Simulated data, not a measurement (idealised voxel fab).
Process module heading - voxel double patterning
Cross-section cut: width 230 nm, square cells of 5 nm.
We lay out every cross-section as a grid of square cells and spell it out in bands from the top down, where one band means one or more rows of cells.
It is stipulated that each band's entry specify, in nanometres, the height of the top of the band and then that of its bottom, followed by the materials of the band in left-to-right sequence, each together with its width in nanometres. A single material marked by the word "throughout" is understood to fill the band from edge to edge; the word "blank" is understood to denote empty space.
All heights in this document are referenced to 0, defined as the level beneath which the wafer, as received, consists entirely of one material. The lowest band is not bounded below; it extends indefinitely downward and is written in the form "0 nm and below".
With a width like "30->40", each row of cells in the band differs from the next by the same amount, the top row carrying the first number and the bottom row the second.
Key: "identical to before" - step with no changed cell in the cross-section.
Any empty space of 8 cells or more lacking an open way to the top shows up in "Closed void list" as width x height at distance, distance from the left edge, in nm.
after a step's settings: what the simulator itself notes on the step
"overlay nm" on a masked step: distance the mask lay right of its planned place, negative for left.
## List of planned process steps
1. RECEIVE, material Si
2. CONFORMAL_DEP, material SiO2, thk nm 5
3. DIRECTIONAL_DEP, material TiN, thk nm 10
4. DIRECTIONAL_DEP, material SiN, thk nm 5
5. MASKED_ETCH, tone open, mask id FIRST, width nm 15, pitch nm 50, etch materials SiN, depth nm 5, overlay nm 0
6. MASKED_ETCH, tone open, mask id SECOND, width nm 15, etch materials SiN, depth nm 5, overlay nm 0
7. DIRECTIONAL_ETCH, etch materials TiN, depth nm 10
8. STRIP, etch materials SiN
## Cross-section of the wafer upon arrival, representing the state reached after step 1
- 0 nm and below | Si throughout
- Closed void list: none
## One mistake in running the module, otherwise start and plan as above: cross-section at the end
- 15 nm to 5 nm | TiN=80; blank=15; TiN=5; blank=15; TiN=15; blank=15; TiN=85
- 5 nm to 0 nm | SiO2 throughout
- 0 nm and below | Si throughout
- Closed void list: none
Nonconformance to the process plan: contrary to plan, step 6 was performed as MASKED_ETCH, tone open, mask id SECOND, width nm 15, etch materials SiN, depth nm 5, overlay nm -5
